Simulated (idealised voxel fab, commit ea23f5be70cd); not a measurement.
process module | voxel gate over fins
cross-section cut | 240 nm wide | cells 5 nm
A cross-section is a grid of square cells, given in bands from the top down. A band is one or more rows of cells.
Each band's line starts with the height of the band's top and of its bottom, in nm. Then come its materials from left to right, each with its width in nm. One material with "throughout" fills the band from edge to edge. "air" is empty space.
Height 0 is the level under which the wafer as received is all one material. The lowest band goes on downwards, as in "0 down".
A width such as "30 to 40" changes by the same amount from each row of cells to the next, from the band's top row to its bottom row.
"no change" after a step means that no cell of the cross-section changed.
closed voids: empty space of 8 cells or more with no open way to the top, each as width x height at its distance from the left edge, in nm
after a step's settings: what the simulator itself notes on the step
overlay nm, on a step with a mask: how far to the right of its planned place the mask lay; to the left if negative
plan
1 op RECEIVE | material Si
2 op CONFORMAL_DEP | material SiN | thk nm 10
3 op MASKED_ETCH | tone cover | mask id FINS | width nm 15 | pitch nm 55 | etch materials SiN | depth nm 10 | overlay nm 0
4 op MASKED_ETCH | tone cover | mask id FINS | width nm 15 | pitch nm 55 | etch materials Si | depth nm 30 | overlay nm 0
5 op FILL_DEP | material SiO2 | thk nm 10
6 op CMP | height nm 10
7 op PATTERN | tone open | mask id RAIL | material resist | width nm 15 | thk nm 20 | overlay nm 0
8 op DIRECTIONAL_ETCH | etch materials SiO2 | depth nm 35
9 op STRIP | etch materials resist
10 op CONFORMAL_DEP | material TiN | thk nm 5
11 op FILL_DEP | material Ru | thk nm 5
12 op CMP | height nm 10
13 op SELECTIVE_ETCH | etch materials W Ru TiN | depth nm 30
14 op FILL_DEP | material SiO2 | thk nm 5
15 op CMP | height nm 10
16 op SELECTIVE_ETCH | etch materials SiO2 | depth nm 20
17 op STRIP | etch materials SiN
18 op CONFORMAL_DEP | material HfO2 | thk nm 5
19 op CONFORMAL_DEP | material TiN | thk nm 5
20 op FILL_DEP | material W | thk nm 10
21 op CMP | height nm 15
22 op CONFORMAL_DEP | material SiCN | thk nm 10
as received, after step 1
  0 down: Si throughout
  closed voids: none
first wafer at the end, as planned
  25 to 15: SiCN throughout
  15 to 10: W throughout
  10 to 5: W 45 | TiN 35 | W 20 | TiN 35 | W 20 | TiN 35 | W 50
  5 to 0: W 45 | TiN 5 | HfO2 25 | TiN 5 | W 20 | TiN 5 | HfO2 25 | TiN 5 | W 20 | TiN 5 | HfO2 25 | TiN 5 | W 50
  0 to -5: TiN 50 | HfO2 5 | Si 15 | HfO2 5 | TiN 30 | HfO2 5 | Si 15 | HfO2 5 | TiN 30 | HfO2 5 | Si 15 | HfO2 5 | TiN 55
  -5 to -10: HfO2 55 | Si 15 | HfO2 40 | Si 15 | HfO2 40 | Si 15 | HfO2 60
  -10 to -20: SiO2 55 | Si 15 | SiO2 40 | Si 15 | SiO2 40 | Si 15 | SiO2 60
  -20 to -25: SiO2 55 | Si 15 | SiO2 10 | TiN 15 | SiO2 15 | Si 15 | SiO2 40 | Si 15 | SiO2 60
  -25 to -30: SiO2 55 | Si 15 | SiO2 40 | Si 15 | SiO2 40 | Si 15 | SiO2 60
  -30 down: Si throughout
  closed voids: none
second wafer at the end: like start, like plan, one mistake
  25 to 15: SiCN throughout
  15 to 0: HfO2 throughout
  0 down: Si throughout
  closed voids: none
what went wrong: step 2 ran as: op CONFORMAL_DEP | material HfO2 | thk nm 10
at the end the second wafer has, in cells: 84 more of HfO2 | 234 more of Si | 153 fewer of SiO2 | 63 fewer of TiN | 102 fewer of W
